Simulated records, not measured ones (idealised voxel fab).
process module | voxel ribs on slabs
cross-section cut | 210 nm wide | cells 5 nm
A cross-section is a grid of square cells, given in bands from the top down. A band is one or more rows of cells.
Each band's line starts with the height of the band's top and of its bottom, in nm. Then come its materials from left to right, each with its width in nm. One material with "throughout" fills the band from edge to edge. "air" is empty space.
Height 0 is the level under which the wafer as received is all one material. The lowest band goes on downwards, as in "0 down".
A width such as "30 to 40" changes by the same amount from each row of cells to the next, from the band's top row to its bottom row.
"no change" after a step means that no cell of the cross-section changed.
closed voids: empty space of 8 cells or more with no open way to the top, each as width x height at its distance from the left edge, in nm
after a step's settings: what the simulator itself notes on the step
overlay nm, on a step with a mask: how far to the right of its planned place the mask lay; to the left if negative
plan
1 op RECEIVE | material Si
2 op DIRECTIONAL_DEP | material SiO2 | thk nm 25
3 op DIRECTIONAL_DEP | material SiN | thk nm 25
4 op MASKED_ETCH | tone cover | mask id RIB | width nm 15 | etch materials SiN | depth nm 10 | overlay nm 0
5 op PATTERN | tone cover | mask id SLAB | material resist | width nm 65 | thk nm 15 | overlay nm 0
6 op DIRECTIONAL_ETCH | etch materials SiN | depth nm 15
7 op STRIP | etch materials resist
8 op FILL_DEP | material SiO2 | thk nm 25
9 op CMP | height nm 70
10 op DIRECTIONAL_DEP | material TiN | thk nm 5
11 op PATTERN | tone cover | mask id HEATER | material resist | width nm 25 | thk nm 20 | overlay nm 0
12 op DIRECTIONAL_ETCH | etch materials TiN | depth nm 5
13 op STRIP | etch materials resist
14 op CONFORMAL_DEP | material SiN | thk nm 10
as received, after step 1
  0 down: Si throughout
  closed voids: none
first wafer at the end, as planned
  85 to 80: air 80 | SiN 45 | air 85
  80 to 75: SiN throughout
  75 to 70: SiN 90 | TiN 25 | SiN 95
  70 to 50: SiO2 throughout
  50 to 40: SiO2 95 | SiN 15 | SiO2 100
  40 to 25: SiO2 70 | SiN 65 | SiO2 75
  25 to 0: SiO2 throughout
  0 down: Si throughout
  closed voids: none
second wafer at the end: like start, like plan, one mistake
  75 to 70: air 90 | TiN 25 | air 95
  70 to 50: SiO2 throughout
  50 to 40: SiO2 95 | SiN 15 | SiO2 100
  40 to 25: SiO2 70 | SiN 65 | SiO2 75
  25 to 0: SiO2 throughout
  0 down: Si throughout
  closed voids: none
what went wrong: step 14 was left out
at the end the second wafer has, in cells: 88 fewer of SiN
